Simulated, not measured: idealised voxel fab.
Process module under the name voxel fin reveal
The cross-section shown here is cut; it is 150 nm wide and divided into square cells measuring 5 nm on a side.
When this document writes out a cross-section, it uses a grid of square cells and lists it as bands, beginning at the top and moving down, with a band standing for one or more rows of cells.
Heads up on the band format: heights come first, top then bottom, in nm. After that it's the materials left to right, each with its width in nm. A single material flagged "edge to edge" fills the whole band edge to edge, and "air" means there's empty space there.
The level at which height equals 0 is the one under which the wafer, as it arrives, is entirely one material. No lower edge exists for the bottom band, which continues downward and is notated as in "from 0 down".
So if you see something like "30..40" for the width, read it as the top row of the band sitting at the first number and the bottom row at the second, with every row in between moving by the same amount as the last.
Where the words "remained the same" appear for a step, the cross-section shows no cell changed by that step; every cell remained as before.
"Closed void table" specifies each empty space that is not open to the top and that occupies no fewer than 8 cells, using the form width x height at distance, the distance measured from the left edge and all three quantities in nm.
That trailing text on a step's line, after the settings, is the simulator's own remark on the step.
overlay nm: where the mask lay relative to plan, measured to the right, on steps with a mask; negatives go left.

## Process steps (planned)
| 1 | RECEIVE: material Si |
| 2 | CONFORMAL_DEP: material SiN, thk nm 10 |
| 3 | DIRECTIONAL_DEP: material aC, thk nm 15 |
| 4 | PATTERN: tone cover, mask id FINS, material resist, width nm 15, pitch nm 40, thk nm 30, overlay nm 0 |
| 5 | DIRECTIONAL_ETCH: etch materials aC, depth nm 15 |
| 6 | STRIP: etch materials resist |
| 7 | DIRECTIONAL_ETCH: etch materials SiN, depth nm 10 |
| 8 | DIRECTIONAL_ETCH: etch materials Si, depth nm 40 |
| 9 | STRIP: etch materials aC |
| 10 | OXIDIZE: depth nm 5 |
| 11 | FILL_DEP: material SiO2, thk nm 15 |
| 12 | CMP: height nm 10 |
| 13 | SELECTIVE_ETCH: etch materials SiO2, depth nm 35 |
| 14 | STRIP: etch materials SiN |

## Wafer cross-section on receipt, i.e. after step 1
  from 0 down = Si edge to edge
  Closed void table: none

## First of two wafers at the end of the module, shown in cross-section; run carried out as planned
  from 0 to -25 = 30 nm air, 5 nm Si, 35 nm air, 5 nm Si, 35 nm air, 5 nm Si, 35 nm air
  from -25 to -45 = 30 nm SiO2, 5 nm Si, 35 nm SiO2, 5 nm Si, 35 nm SiO2, 5 nm Si, 35 nm SiO2
  from -45 down = Si edge to edge
  Closed void table: none

## This cross-section belongs to the second wafer of two at the end of the module; the start and the plan were shared with the first, and the run included one mistake
  from 0 to -45 = 30 nm air, 5 nm Si, 35 nm air, 5 nm Si, 35 nm air, 5 nm Si, 35 nm air
  from -45 down = Si edge to edge
  Closed void table: none
Against the plan, the run slipped here: plan step 13 ran twice
End of process, cell counts, second wafer against first, materials with more or fewer: -108 SiO2
